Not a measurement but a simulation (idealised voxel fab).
This is a process module. Its name is voxel capacitor over wiring.
For reference, the cross-section in this document is cut, with width 275 nm and square cells of 5 nm.
How to read a cross-section here: the picture is a grid of square cells, written as bands going from the top down, and any band can span one or more rows of cells. Basically the band line says how high the top is and how high the bottom is, in nm, and then what's in it from left to right, every material with its width in nm. Empty space shows up as "air", and if a single material carries "throughout" it runs the full band edge to edge. A quick word on heights: they are counted from 0, and under that level the wafer as it came to us is one material throughout. The lowest band is different from the rest in having no bottom; it simply continues downward, written as in "top 0, no bottom". Top row gets the first number, bottom row gets the second, and each row in between changes by the same step: that is how a band width like "30 to 40" works. Step note "everything unchanged" = no cross-section cell changed. Closed empty spaces (no open way to the top) of 8 cells or more are what "Closed cavity list" lists, each as width x height at distance from the left edge, nm for all three. Note: text after step settings on the step line = simulator remark on that step. overlay nm: how far to the right of its planned place the mask lay on this masked step (negative: to the left).

Steps planned for the process
1,RECEIVE (material Si)
2,CONFORMAL_DEP (material SiO2; thk nm 15)
3,DIRECTIONAL_DEP (material TiN; thk nm 5)
4,DIRECTIONAL_DEP (material Ru; thk nm 25)
5,PATTERN (tone cover; mask id METAL_1; material resist; width nm 30; pitch nm 100; thk nm 20; overlay nm 0)
6,DIRECTIONAL_ETCH (etch materials Ru; depth nm 25)
7,DIRECTIONAL_ETCH (etch materials TiN; depth nm 5)
8,STRIP (etch materials resist)
9,FILL_DEP (material lowk; thk nm 10)
10,CMP (height nm 45)
11,CONFORMAL_DEP (material SiCN; thk nm 5)
12,DIRECTIONAL_DEP (material SiO2; thk nm 20)
13,MASKED_ETCH (tone open; mask id PLUG_1; width nm 15; etch materials SiO2; depth nm 20; overlay nm 0)
14,MASKED_ETCH (tone open; mask id PLUG_1; width nm 15; etch materials SiCN; depth nm 5; overlay nm 0)
15,CONFORMAL_DEP (material TiN; thk nm 5)
16,FILL_DEP (material W; thk nm 10)
17,CMP (height nm 70)
18,DIRECTIONAL_DEP (material TiN; thk nm 5)
19,DIRECTIONAL_DEP (material SiN; thk nm 5)
20,DIRECTIONAL_DEP (material TiN; thk nm 5)
21,PATTERN (tone cover; mask id UPPER_PLATE; material resist; width nm 75; thk nm 15; overlay nm 0)
22,DIRECTIONAL_ETCH (etch materials TiN; depth nm 5)
23,DIRECTIONAL_ETCH (etch materials SiN; depth nm 5)
24,STRIP (etch materials resist)
25,MASKED_ETCH (tone cover; mask id LOWER_PLATE; width nm 85; etch materials TiN; depth nm 5; overlay nm 0)
26,FILL_DEP (material SiO2; thk nm 20)
27,CMP (height nm 100)
28,DIRECTIONAL_DEP (material aC; thk nm 15)
29,PATTERN (tone open; mask id PLUG_2; material resist; width nm 15; thk nm 35; overlay nm 0)
30,DIRECTIONAL_ETCH (etch materials aC; depth nm 15)
31,STRIP (etch materials resist)
32,DIRECTIONAL_ETCH (etch materials SiO2; depth nm 15)
33,STRIP (etch materials aC)
34,CONFORMAL_DEP (material TiN; thk nm 5)
35,FILL_DEP (material W; thk nm 10)
36,CMP (height nm 100)
37,CONFORMAL_DEP (material SiN; thk nm 5)

First out of two wafers; run went to plan

As-received state of the wafer in cross-section, equivalent to post-step 1
> top 0, no bottom | Si throughout
> Closed cavity list: none

Wafer xsec, post step 2
> top 15, bottom 0 | SiO2 throughout
> Below 0, the layers are the same as they were.

Wafer xsec, post step 3
> top 20, bottom 15 | TiN throughout
> Below 15, the layers are the same as they were.

Wafer xsec, post step 4
> top 45, bottom 20 | Ru throughout
> Below 20, the layers are the same as they were.

Wafer xsec, post step 5
> top 65, bottom 45 | 70 nm air, then 30 nm resist, then 70 nm air, then 30 nm resist, then 75 nm air
> Below 45, the layers are the same as they were.

Wafer xsec, post step 6
> top 65, bottom 45 | 70 nm air, then 30 nm resist, then 70 nm air, then 30 nm resist, then 75 nm air
> top 45, bottom 20 | 70 nm air, then 30 nm Ru, then 70 nm air, then 30 nm Ru, then 75 nm air
> Below 20, the layers are the same as they were.

Wafer xsec, post step 7
> top 65, bottom 45 | 70 nm air, then 30 nm resist, then 70 nm air, then 30 nm resist, then 75 nm air
> top 45, bottom 20 | 70 nm air, then 30 nm Ru, then 70 nm air, then 30 nm Ru, then 75 nm air
> top 20, bottom 15 | 70 nm air, then 30 nm TiN, then 70 nm air, then 30 nm TiN, then 75 nm air
> Below 15, the layers are the same as they were.

Wafer xsec, post step 8
> top 45, bottom 20 | 70 nm air, then 30 nm Ru, then 70 nm air, then 30 nm Ru, then 75 nm air
> Below 20, the layers are the same as they were.

Wafer xsec, post step 9
> top 55, bottom 45 | lowk throughout
> top 45, bottom 20 | 70 nm lowk, then 30 nm Ru, then 70 nm lowk, then 30 nm Ru, then 75 nm lowk
> top 20, bottom 15 | 70 nm lowk, then 30 nm TiN, then 70 nm lowk, then 30 nm TiN, then 75 nm lowk
> Below 15, the layers are the same as they were.

Wafer xsec, post step 10
> top 45, bottom 20 | 70 nm lowk, then 30 nm Ru, then 70 nm lowk, then 30 nm Ru, then 75 nm lowk
> Below 20, the layers are the same as they were.

Wafer xsec, post step 11
> top 50, bottom 45 | SiCN throughout
> Below 45, the layers are the same as they were.

Wafer xsec, post step 12
> top 70, bottom 50 | SiO2 throughout
> Below 50, the layers are the same as they were.

Wafer xsec, post step 13
> top 70, bottom 50 | 85 nm SiO2, then 15 nm air, then 175 nm SiO2
> Below 50, the layers are the same as they were.

Wafer xsec, post step 14
> top 70, bottom 50 | 85 nm SiO2, then 15 nm air, then 175 nm SiO2
> top 50, bottom 45 | 85 nm SiCN, then 15 nm air, then 175 nm SiCN
> Below 45, the layers are the same as they were.

Wafer xsec, post step 15
> top 75, bottom 70 | 90 nm TiN, then 5 nm air, then 180 nm TiN
> top 70, bottom 50 | 85 nm SiO2, then 5 nm TiN, then 5 nm air, then 5 nm TiN, then 175 nm SiO2
> top 50, bottom 45 | 85 nm SiCN, then 15 nm TiN, then 175 nm SiCN
> Below 45, the layers are the same as they were.

Wafer xsec, post step 16
> top 85, bottom 75 | W throughout
> top 75, bottom 70 | 90 nm TiN, then 5 nm W, then 180 nm TiN
> top 70, bottom 50 | 85 nm SiO2, then 5 nm TiN, then 5 nm W, then 5 nm TiN, then 175 nm SiO2
> Below 50, the layers are the same as they were.

Wafer xsec, post step 17
> top 70, bottom 50 | 85 nm SiO2, then 5 nm TiN, then 5 nm W, then 5 nm TiN, then 175 nm SiO2
> Below 50, the layers are the same as they were.

Wafer xsec, post step 18
> top 75, bottom 70 | TiN throughout
> Below 70, the layers are the same as they were.

Wafer xsec, post step 19
> top 80, bottom 75 | SiN throughout
> Below 75, the layers are the same as they were.

Wafer xsec, post step 20
> top 85, bottom 80 | TiN throughout
> Below 80, the layers are the same as they were.

Wafer xsec, post step 21
> top 100, bottom 85 | 85 nm air, then 75 nm resist, then 115 nm air
> Below 85, the layers are the same as they were.

Wafer xsec, post step 22
> top 100, bottom 85 | 85 nm air, then 75 nm resist, then 115 nm air
> top 85, bottom 80 | 85 nm air, then 75 nm TiN, then 115 nm air
> Below 80, the layers are the same as they were.

Wafer xsec, post step 23
> top 100, bottom 85 | 85 nm air, then 75 nm resist, then 115 nm air
> top 85, bottom 80 | 85 nm air, then 75 nm TiN, then 115 nm air
> top 80, bottom 75 | 85 nm air, then 75 nm SiN, then 115 nm air
> Below 75, the layers are the same as they were.

Wafer xsec, post step 24
> top 85, bottom 80 | 85 nm air, then 75 nm TiN, then 115 nm air
> Below 80, the layers are the same as they were.

Wafer xsec, post step 25
> top 85, bottom 80 | 85 nm air, then 75 nm TiN, then 115 nm air
> top 80, bottom 75 | 85 nm air, then 75 nm SiN, then 115 nm air
> top 75, bottom 70 | 80 nm air, then 85 nm TiN, then 110 nm air
> Below 70, the layers are the same as they were.

Wafer xsec, post step 26
> top 105, bottom 85 | SiO2 throughout
> top 85, bottom 80 | 85 nm SiO2, then 75 nm TiN, then 115 nm SiO2
> top 80, bottom 75 | 85 nm SiO2, then 75 nm SiN, then 115 nm SiO2
> top 75, bottom 70 | 80 nm SiO2, then 85 nm TiN, then 110 nm SiO2
> Below 70, the layers are the same as they were.

Wafer xsec, post step 27
> top 100, bottom 85 | SiO2 throughout
> Below 85, the layers are the same as they were.

Wafer xsec, post step 28
> top 115, bottom 100 | aC throughout
> Below 100, the layers are the same as they were.

Wafer xsec, post step 29
> top 150, bottom 115 | 95 nm resist, then 15 nm air, then 165 nm resist
> Below 115, the layers are the same as they were.

Wafer xsec, post step 30
> top 135, bottom 115 | 95 nm resist, then 15 nm air, then 165 nm resist
> top 115, bottom 100 | 95 nm aC, then 15 nm air, then 165 nm aC
> Below 100, the layers are the same as they were.

Wafer xsec, post step 31
> top 115, bottom 100 | 95 nm aC, then 15 nm air, then 165 nm aC
> Below 100, the layers are the same as they were.

Wafer xsec, post step 32
> top 115, bottom 100 | 95 nm aC, then 15 nm air, then 165 nm aC
> top 100, bottom 85 | 95 nm SiO2, then 15 nm air, then 165 nm SiO2
> Below 85, the layers are the same as they were.

Wafer xsec, post step 33
> top 100, bottom 85 | 95 nm SiO2, then 15 nm air, then 165 nm SiO2
> Below 85, the layers are the same as they were.

Wafer xsec, post step 34
> top 105, bottom 100 | 100 nm TiN, then 5 nm air, then 170 nm TiN
> top 100, bottom 90 | 95 nm SiO2, then 5 nm TiN, then 5 nm air, then 5 nm TiN, then 165 nm SiO2
> top 90, bottom 80 | 95 to 85 nm SiO2, then 15 to 75 nm TiN, then 165 to 115 nm SiO2
> Below 80, the layers are the same as they were.

Wafer xsec, post step 35
> top 115, bottom 105 | W throughout
> top 105, bottom 100 | 100 nm TiN, then 5 nm W, then 170 nm TiN
> top 100, bottom 90 | 95 nm SiO2, then 5 nm TiN, then 5 nm W, then 5 nm TiN, then 165 nm SiO2
> Below 90, the layers are the same as they were.

Wafer xsec, post step 36
> top 100, bottom 90 | 95 nm SiO2, then 5 nm TiN, then 5 nm W, then 5 nm TiN, then 165 nm SiO2
> Below 90, the layers are the same as they were.

Wafer xsec, post step 37
> top 105, bottom 100 | SiN throughout
> Below 100, the layers are the same as they were.

Wafer two. Identical start, identical plan. One mistake in execution. Identical history through step 1

X-section, second wafer, when step 2 was due to finish
> top 30, bottom 0 | SiO2 throughout
> Below 0, the layers are the same as they were.

X-section, second wafer, when step 3 was due to finish
> top 35, bottom 30 | TiN throughout
> Below 30, the layers are the same as they were.

X-section, second wafer, when step 4 was due to finish
> top 60, bottom 35 | Ru throughout
> Below 35, the layers are the same as they were.

X-section, second wafer, when step 5 was due to finish
> top 80, bottom 60 | 70 nm air, then 30 nm resist, then 70 nm air, then 30 nm resist, then 75 nm air
> Below 60, the layers are the same as they were.

X-section, second wafer, when step 6 was due to finish
> top 80, bottom 60 | 70 nm air, then 30 nm resist, then 70 nm air, then 30 nm resist, then 75 nm air
> top 60, bottom 35 | 70 nm air, then 30 nm Ru, then 70 nm air, then 30 nm Ru, then 75 nm air
> Below 35, the layers are the same as they were.

X-section, second wafer, when step 7 was due to finish
> top 80, bottom 60 | 70 nm air, then 30 nm resist, then 70 nm air, then 30 nm resist, then 75 nm air
> top 60, bottom 35 | 70 nm air, then 30 nm Ru, then 70 nm air, then 30 nm Ru, then 75 nm air
> top 35, bottom 30 | 70 nm air, then 30 nm TiN, then 70 nm air, then 30 nm TiN, then 75 nm air
> Below 30, the layers are the same as they were.

X-section, second wafer, when step 8 was due to finish
> top 60, bottom 35 | 70 nm air, then 30 nm Ru, then 70 nm air, then 30 nm Ru, then 75 nm air
> Below 35, the layers are the same as they were.

X-section, second wafer, when step 9 was due to finish
> top 70, bottom 60 | lowk throughout
> top 60, bottom 35 | 70 nm lowk, then 30 nm Ru, then 70 nm lowk, then 30 nm Ru, then 75 nm lowk
> top 35, bottom 30 | 70 nm lowk, then 30 nm TiN, then 70 nm lowk, then 30 nm TiN, then 75 nm lowk
> Below 30, the layers are the same as they were.

X-section, second wafer, when step 10 was due to finish
> top 45, bottom 35 | 70 nm lowk, then 30 nm Ru, then 70 nm lowk, then 30 nm Ru, then 75 nm lowk
> Below 35, the layers are the same as they were.

X-section, second wafer, when step 11 was due to finish
> top 50, bottom 45 | SiCN throughout
> Below 45, the layers are the same as they were.

X-section, second wafer, when step 12 was due to finish
> top 70, bottom 50 | SiO2 throughout
> Below 50, the layers are the same as they were.

X-section, second wafer, when step 13 was due to finish
> top 70, bottom 50 | 85 nm SiO2, then 15 nm air, then 175 nm SiO2
> Below 50, the layers are the same as they were.

X-section, second wafer, when step 14 was due to finish
> top 70, bottom 50 | 85 nm SiO2, then 15 nm air, then 175 nm SiO2
> top 50, bottom 45 | 85 nm SiCN, then 15 nm air, then 175 nm SiCN
> Below 45, the layers are the same as they were.

X-section, second wafer, when step 15 was due to finish
> top 75, bottom 70 | 90 nm TiN, then 5 nm air, then 180 nm TiN
> top 70, bottom 50 | 85 nm SiO2, then 5 nm TiN, then 5 nm air, then 5 nm TiN, then 175 nm SiO2
> top 50, bottom 45 | 85 nm SiCN, then 15 nm TiN, then 175 nm SiCN
> Below 45, the layers are the same as they were.

X-section, second wafer, when step 16 was due to finish
> top 85, bottom 75 | W throughout
> top 75, bottom 70 | 90 nm TiN, then 5 nm W, then 180 nm TiN
> top 70, bottom 50 | 85 nm SiO2, then 5 nm TiN, then 5 nm W, then 5 nm TiN, then 175 nm SiO2
> Below 50, the layers are the same as they were.

X-section, second wafer, when step 17 was due to finish
> top 70, bottom 50 | 85 nm SiO2, then 5 nm TiN, then 5 nm W, then 5 nm TiN, then 175 nm SiO2
> Below 50, the layers are the same as they were.

X-section, second wafer, when step 18 was due to finish
> top 75, bottom 70 | TiN throughout
> Below 70, the layers are the same as they were.

X-section, second wafer, when step 19 was due to finish
> top 80, bottom 75 | SiN throughout
> Below 75, the layers are the same as they were.

X-section, second wafer, when step 20 was due to finish
> top 85, bottom 80 | TiN throughout
> Below 80, the layers are the same as they were.

X-section, second wafer, when step 21 was due to finish
> top 100, bottom 85 | 85 nm air, then 75 nm resist, then 115 nm air
> Below 85, the layers are the same as they were.

X-section, second wafer, when step 22 was due to finish
> top 100, bottom 85 | 85 nm air, then 75 nm resist, then 115 nm air
> top 85, bottom 80 | 85 nm air, then 75 nm TiN, then 115 nm air
> Below 80, the layers are the same as they were.

X-section, second wafer, when step 23 was due to finish
> top 100, bottom 85 | 85 nm air, then 75 nm resist, then 115 nm air
> top 85, bottom 80 | 85 nm air, then 75 nm TiN, then 115 nm air
> top 80, bottom 75 | 85 nm air, then 75 nm SiN, then 115 nm air
> Below 75, the layers are the same as they were.

X-section, second wafer, when step 24 was due to finish
> top 85, bottom 80 | 85 nm air, then 75 nm TiN, then 115 nm air
> Below 80, the layers are the same as they were.

X-section, second wafer, when step 25 was due to finish
> top 85, bottom 80 | 85 nm air, then 75 nm TiN, then 115 nm air
> top 80, bottom 75 | 85 nm air, then 75 nm SiN, then 115 nm air
> top 75, bottom 70 | 80 nm air, then 85 nm TiN, then 110 nm air
> Below 70, the layers are the same as they were.

X-section, second wafer, when step 26 was due to finish
> top 105, bottom 85 | SiO2 throughout
> top 85, bottom 80 | 85 nm SiO2, then 75 nm TiN, then 115 nm SiO2
> top 80, bottom 75 | 85 nm SiO2, then 75 nm SiN, then 115 nm SiO2
> top 75, bottom 70 | 80 nm SiO2, then 85 nm TiN, then 110 nm SiO2
> Below 70, the layers are the same as they were.

X-section, second wafer, when step 27 was due to finish
> top 100, bottom 85 | SiO2 throughout
> Below 85, the layers are the same as they were.

X-section, second wafer, when step 28 was due to finish
> top 115, bottom 100 | aC throughout
> Below 100, the layers are the same as they were.

X-section, second wafer, when step 29 was due to finish
> top 150, bottom 115 | 95 nm resist, then 15 nm air, then 165 nm resist
> Below 115, the layers are the same as they were.

X-section, second wafer, when step 30 was due to finish
> top 135, bottom 115 | 95 nm resist, then 15 nm air, then 165 nm resist
> top 115, bottom 100 | 95 nm aC, then 15 nm air, then 165 nm aC
> Below 100, the layers are the same as they were.

X-section, second wafer, when step 31 was due to finish
> top 115, bottom 100 | 95 nm aC, then 15 nm air, then 165 nm aC
> Below 100, the layers are the same as they were.

X-section, second wafer, when step 32 was due to finish
> top 115, bottom 100 | 95 nm aC, then 15 nm air, then 165 nm aC
> top 100, bottom 85 | 95 nm SiO2, then 15 nm air, then 165 nm SiO2
> Below 85, the layers are the same as they were.

X-section, second wafer, when step 33 was due to finish
> top 100, bottom 85 | 95 nm SiO2, then 15 nm air, then 165 nm SiO2
> Below 85, the layers are the same as they were.

X-section, second wafer, when step 34 was due to finish
> top 105, bottom 100 | 100 nm TiN, then 5 nm air, then 170 nm TiN
> top 100, bottom 90 | 95 nm SiO2, then 5 nm TiN, then 5 nm air, then 5 nm TiN, then 165 nm SiO2
> top 90, bottom 80 | 95 to 85 nm SiO2, then 15 to 75 nm TiN, then 165 to 115 nm SiO2
> Below 80, the layers are the same as they were.

X-section, second wafer, when step 35 was due to finish
> top 115, bottom 105 | W throughout
> top 105, bottom 100 | 100 nm TiN, then 5 nm W, then 170 nm TiN
> top 100, bottom 90 | 95 nm SiO2, then 5 nm TiN, then 5 nm W, then 5 nm TiN, then 165 nm SiO2
> Below 90, the layers are the same as they were.

X-section, second wafer, when step 36 was due to finish
> top 100, bottom 90 | 95 nm SiO2, then 5 nm TiN, then 5 nm W, then 5 nm TiN, then 165 nm SiO2
> Below 90, the layers are the same as they were.

X-section, second wafer, when step 37 was due to finish
> top 105, bottom 100 | SiN throughout
> Below 100, the layers are the same as they were.
Which mistake was made when the wafer was run? the plan's step 2 ran twice
Bottom line after processing is that, in cells, the second wafer is up or down on some materials versus the first: Ru -36; SiO2 +165; lowk -129
